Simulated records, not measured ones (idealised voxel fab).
Process module heading - voxel self aligned vias
The width of the displayed cross-section, cut, is 170 nm; its cells are square, with a size of 5 nm.
For the purposes of this document, a cross-section shall be understood as a grid of square cells, specified as bands listed in top-to-bottom order, each band consisting of one or more rows of cells.
Per band: top height and bottom height in nm, followed by the left-to-right materials and their widths in nm; "full width" marks a single material spanning edge to edge, "air" marks empty space.
We count height from 0. Below that, the starting wafer is all one material. The lowest band never ends at the bottom but goes on down; see "from 0 down" for how that is written.
Width: "30 to 40" (first number = top row, second number = bottom row, same change from row to row of cells).
"stayed the same" for a step: no cell of the cross-section changed in that step.
The label "Trapped cavities" introduces a list of the empty spaces, 8 cells or larger, that have no open way up to the top; each entry in it reads width x height at distance, where the distance is taken from the left edge and all three are stated in nm.
Formally, on a step line, whatever follows the settings is a remark that the simulator itself makes on the step.
The setting "overlay nm" may be written on the line of a step. When the step uses a mask, the value reports how far to the right of the planned place the mask lay, and a negative value reports that it lay to the left.
# Process steps foreseen in the plan
1) op RECEIVE | material Si
2) op CONFORMAL_DEP | material SiO2 | thk nm 15
3) op CONFORMAL_DEP | material SiCN | thk nm 5
4) op DIRECTIONAL_DEP | material lowk | thk nm 30
5) op DIRECTIONAL_DEP | material aC | thk nm 15
6) op PATTERN | tone open | mask id LINES | material resist | width nm 30 | pitch nm 60 | thk nm 30 | overlay nm 0
7) op DIRECTIONAL_ETCH | etch materials aC | depth nm 15
8) op STRIP | etch materials resist
9) op DIRECTIONAL_ETCH | etch materials lowk | depth nm 30
10) op STRIP | etch materials aC
11) op CONFORMAL_DEP | material TiN | thk nm 5
12) op FILL_DEP | material Ru | thk nm 5
13) op CMP | height nm 50
14) op SELECTIVE_ETCH | etch materials W Ru TiN | depth nm 5
15) op FILL_DEP | material SiN | thk nm 5
16) op CMP | height nm 50
17) op DIRECTIONAL_DEP | material lowk | thk nm 20
18) op DIRECTIONAL_DEP | material aC | thk nm 10
19) op PATTERN | tone open | mask id VIAS | material resist | width nm 40 | thk nm 25 | overlay nm 0
20) op DIRECTIONAL_ETCH | etch materials aC | depth nm 10
21) op STRIP | etch materials resist
22) op DIRECTIONAL_ETCH | etch materials lowk | depth nm 20
23) op DIRECTIONAL_ETCH | etch materials SiN | depth nm 5
24) op STRIP | etch materials aC
25) op CONFORMAL_DEP | material TiN | thk nm 5
26) op FILL_DEP | material W | thk nm 10
27) op CMP | height nm 70
28) op CONFORMAL_DEP | material SiN | thk nm 5
# On the first of the two wafers: run conducted according to plan
# Cross-section of the incoming wafer, state after step 1
    from 0 down = Si full width
    Trapped cavities: none
# Cross-section through the wafer, step 2 finished
    from 15 to 0 = SiO2 full width
    Unchanged below 0.
# Cross-section through the wafer, step 3 finished
    from 20 to 15 = SiCN full width
    Unchanged below 15.
# Cross-section through the wafer, step 4 finished
    from 50 to 20 = lowk full width
    Unchanged below 20.
# Cross-section through the wafer, step 5 finished
    from 65 to 50 = aC full width
    Unchanged below 50.
# Cross-section through the wafer, step 6 finished
    from 95 to 65 = resist: 40, then air: 30, then resist: 30, then air: 30, then resist: 40
    Unchanged below 65.
# Cross-section through the wafer, step 7 finished
    from 80 to 65 = resist: 40, then air: 30, then resist: 30, then air: 30, then resist: 40
    from 65 to 50 = aC: 40, then air: 30, then aC: 30, then air: 30, then aC: 40
    Unchanged below 50.
# Cross-section through the wafer, step 8 finished
    from 65 to 50 = aC: 40, then air: 30, then aC: 30, then air: 30, then aC: 40
    Unchanged below 50.
# Cross-section through the wafer, step 9 finished
    from 65 to 50 = aC: 40, then air: 30, then aC: 30, then air: 30, then aC: 40
    from 50 to 20 = lowk: 40, then air: 30, then lowk: 30, then air: 30, then lowk: 40
    Unchanged below 20.
# Cross-section through the wafer, step 10 finished
    from 50 to 20 = lowk: 40, then air: 30, then lowk: 30, then air: 30, then lowk: 40
    Unchanged below 20.
# Cross-section through the wafer, step 11 finished
    from 55 to 50 = TiN: 45, then air: 20, then TiN: 40, then air: 20, then TiN: 45
    from 50 to 25 = lowk: 40, then TiN: 5, then air: 20, then TiN: 5, then lowk: 30, then TiN: 5, then air: 20, then TiN: 5, then lowk: 40
    from 25 to 20 = lowk: 40, then TiN: 30, then lowk: 30, then TiN: 30, then lowk: 40
    Unchanged below 20.
# Cross-section through the wafer, step 12 finished
    from 60 to 55 = Ru full width
    from 55 to 50 = TiN: 45, then Ru: 20, then TiN: 40, then Ru: 20, then TiN: 45
    from 50 to 25 = lowk: 40, then TiN: 5, then Ru: 20, then TiN: 5, then lowk: 30, then TiN: 5, then Ru: 20, then TiN: 5, then lowk: 40
    Unchanged below 25.
# Cross-section through the wafer, step 13 finished
    from 50 to 25 = lowk: 40, then TiN: 5, then Ru: 20, then TiN: 5, then lowk: 30, then TiN: 5, then Ru: 20, then TiN: 5, then lowk: 40
    Unchanged below 25.
# Cross-section through the wafer, step 14 finished
    from 50 to 45 = lowk: 40, then air: 30, then lowk: 30, then air: 30, then lowk: 40
    Unchanged below 45.
# Cross-section through the wafer, step 15 finished
    from 55 to 50 = SiN full width
    from 50 to 45 = lowk: 40, then SiN: 30, then lowk: 30, then SiN: 30, then lowk: 40
    Unchanged below 45.
# Cross-section through the wafer, step 16 finished
    from 50 to 45 = lowk: 40, then SiN: 30, then lowk: 30, then SiN: 30, then lowk: 40
    Unchanged below 45.
# Cross-section through the wafer, step 17 finished
    from 70 to 50 = lowk full width
    Unchanged below 50.
# Cross-section through the wafer, step 18 finished
    from 80 to 70 = aC full width
    Unchanged below 70.
# Cross-section through the wafer, step 19 finished
    from 105 to 80 = resist: 35, then air: 40, then resist: 95
    Unchanged below 80.
# Cross-section through the wafer, step 20 finished
    from 95 to 80 = resist: 35, then air: 40, then resist: 95
    from 80 to 70 = aC: 35, then air: 40, then aC: 95
    Unchanged below 70.
# Cross-section through the wafer, step 21 finished
    from 80 to 70 = aC: 35, then air: 40, then aC: 95
    Unchanged below 70.
# Cross-section through the wafer, step 22 finished
    from 80 to 70 = aC: 35, then air: 40, then aC: 95
    from 70 to 50 = lowk: 35, then air: 40, then lowk: 95
    Unchanged below 50.
# Cross-section through the wafer, step 23 finished
    from 80 to 70 = aC: 35, then air: 40, then aC: 95
    from 70 to 50 = lowk: 35, then air: 40, then lowk: 95
    from 50 to 45 = lowk: 40, then air: 30, then lowk: 30, then SiN: 30, then lowk: 40
    Unchanged below 45.
# Cross-section through the wafer, step 24 finished
    from 70 to 50 = lowk: 35, then air: 40, then lowk: 95
    Unchanged below 50.
# Cross-section through the wafer, step 25 finished
    from 75 to 70 = TiN: 40, then air: 30, then TiN: 100
    from 70 to 55 = lowk: 35, then TiN: 5, then air: 30, then TiN: 5, then lowk: 95
    from 55 to 50 = lowk: 35, then TiN: 10, then air: 20, then TiN: 10, then lowk: 95
    from 50 to 45 = lowk: 40, then TiN: 30, then lowk: 30, then SiN: 30, then lowk: 40
    Unchanged below 45.
# Cross-section through the wafer, step 26 finished
    from 85 to 75 = W full width
    from 75 to 70 = TiN: 40, then W: 30, then TiN: 100
    from 70 to 55 = lowk: 35, then TiN: 5, then W: 30, then TiN: 5, then lowk: 95
    from 55 to 50 = lowk: 35, then TiN: 10, then W: 20, then TiN: 10, then lowk: 95
    Unchanged below 50.
# Cross-section through the wafer, step 27 finished
    from 70 to 55 = lowk: 35, then TiN: 5, then W: 30, then TiN: 5, then lowk: 95
    Unchanged below 55.
# Cross-section through the wafer, step 28 finished
    from 75 to 70 = SiN full width
    Unchanged below 70.
# Second wafer, same starting state and plan as the first, one mistake in the run, identical through step 5
# Cross-section of the second wafer corresponding to the planned conclusion of step 6
    from 95 to 65 = air: 40, then resist: 30, then air: 30, then resist: 30, then air: 40
    Unchanged below 65.
# Cross-section of the second wafer corresponding to the planned conclusion of step 7
    from 80 to 65 = air: 40, then resist: 30, then air: 30, then resist: 30, then air: 40
    from 65 to 50 = air: 40, then aC: 30, then air: 30, then aC: 30, then air: 40
    Unchanged below 50.
# Cross-section of the second wafer corresponding to the planned conclusion of step 8
    from 65 to 50 = air: 40, then aC: 30, then air: 30, then aC: 30, then air: 40
    Unchanged below 50.
# Cross-section of the second wafer corresponding to the planned conclusion of step 9
    from 65 to 50 = air: 40, then aC: 30, then air: 30, then aC: 30, then air: 40
    from 50 to 20 = air: 40, then lowk: 30, then air: 30, then lowk: 30, then air: 40
    Unchanged below 20.
# Cross-section of the second wafer corresponding to the planned conclusion of step 10
    from 50 to 20 = air: 40, then lowk: 30, then air: 30, then lowk: 30, then air: 40
    Unchanged below 20.
# Cross-section of the second wafer corresponding to the planned conclusion of step 11
    from 55 to 50 = air: 35, then TiN: 40, then air: 20, then TiN: 40, then air: 35
    from 50 to 25 = air: 35, then TiN: 5, then lowk: 30, then TiN: 5, then air: 20, then TiN: 5, then lowk: 30, then TiN: 5, then air: 35
    from 25 to 20 = TiN: 40, then lowk: 30, then TiN: 30, then lowk: 30, then TiN: 40
    Unchanged below 20.
# Cross-section of the second wafer corresponding to the planned conclusion of step 12
    from 60 to 55 = Ru full width
    from 55 to 50 = Ru: 35, then TiN: 40, then Ru: 20, then TiN: 40, then Ru: 35
    from 50 to 25 = Ru: 35, then TiN: 5, then lowk: 30, then TiN: 5, then Ru: 20, then TiN: 5, then lowk: 30, then TiN: 5, then Ru: 35
    Unchanged below 25.
# Cross-section of the second wafer corresponding to the planned conclusion of step 13
    from 50 to 25 = Ru: 35, then TiN: 5, then lowk: 30, then TiN: 5, then Ru: 20, then TiN: 5, then lowk: 30, then TiN: 5, then Ru: 35
    Unchanged below 25.
# Cross-section of the second wafer corresponding to the planned conclusion of step 14
    from 50 to 45 = air: 40, then lowk: 30, then air: 30, then lowk: 30, then air: 40
    Unchanged below 45.
# Cross-section of the second wafer corresponding to the planned conclusion of step 15
    from 55 to 50 = SiN full width
    from 50 to 45 = SiN: 40, then lowk: 30, then SiN: 30, then lowk: 30, then SiN: 40
    Unchanged below 45.
# Cross-section of the second wafer corresponding to the planned conclusion of step 16
    from 50 to 45 = SiN: 40, then lowk: 30, then SiN: 30, then lowk: 30, then SiN: 40
    Unchanged below 45.
# Cross-section of the second wafer corresponding to the planned conclusion of step 17
    from 70 to 50 = lowk full width
    Unchanged below 50.
# Cross-section of the second wafer corresponding to the planned conclusion of step 18
    from 80 to 70 = aC full width
    Unchanged below 70.
# Cross-section of the second wafer corresponding to the planned conclusion of step 19
    from 105 to 80 = resist: 35, then air: 40, then resist: 95
    Unchanged below 80.
# Cross-section of the second wafer corresponding to the planned conclusion of step 20
    from 95 to 80 = resist: 35, then air: 40, then resist: 95
    from 80 to 70 = aC: 35, then air: 40, then aC: 95
    Unchanged below 70.
# Cross-section of the second wafer corresponding to the planned conclusion of step 21
    from 80 to 70 = aC: 35, then air: 40, then aC: 95
    Unchanged below 70.
# Cross-section of the second wafer corresponding to the planned conclusion of step 22
    from 80 to 70 = aC: 35, then air: 40, then aC: 95
    from 70 to 50 = lowk: 35, then air: 40, then lowk: 95
    Unchanged below 50.
# Cross-section of the second wafer corresponding to the planned conclusion of step 23
    from 80 to 70 = aC: 35, then air: 40, then aC: 95
    from 70 to 50 = lowk: 35, then air: 40, then lowk: 95
    from 50 to 45 = SiN: 35, then air: 5, then lowk: 30, then air: 5, then SiN: 25, then lowk: 30, then SiN: 40
    Unchanged below 45.
# Cross-section of the second wafer corresponding to the planned conclusion of step 24
    from 70 to 50 = lowk: 35, then air: 40, then lowk: 95
    Unchanged below 50.
# Cross-section of the second wafer corresponding to the planned conclusion of step 25
    from 75 to 70 = TiN: 40, then air: 30, then TiN: 100
    from 70 to 55 = lowk: 35, then TiN: 5, then air: 30, then TiN: 5, then lowk: 95
    from 55 to 50 = lowk: 35, then TiN: 40, then lowk: 95
    from 50 to 45 = SiN: 35, then TiN: 5, then lowk: 30, then TiN: 5, then SiN: 25, then lowk: 30, then SiN: 40
    Unchanged below 45.
# Cross-section of the second wafer corresponding to the planned conclusion of step 26
    from 85 to 75 = W full width
    from 75 to 70 = TiN: 40, then W: 30, then TiN: 100
    from 70 to 55 = lowk: 35, then TiN: 5, then W: 30, then TiN: 5, then lowk: 95
    Unchanged below 55.
# Cross-section of the second wafer corresponding to the planned conclusion of step 27
    from 70 to 55 = lowk: 35, then TiN: 5, then W: 30, then TiN: 5, then lowk: 95
    Unchanged below 55.
# Cross-section of the second wafer corresponding to the planned conclusion of step 28
    from 75 to 70 = SiN full width
    Unchanged below 70.
What was the processing mistake? step 6 was run on a setting that differed from the plan, and what really ran there is op PATTERN | tone cover | mask id LINES | material resist | width nm 30 | pitch nm 60 | thk nm 30 | overlay nm 0
The closing comparison, in cells, has the second wafer with more or fewer of some materials than the first: +40 Ru, +14 SiN, +10 TiN, -4 W, -60 lowk
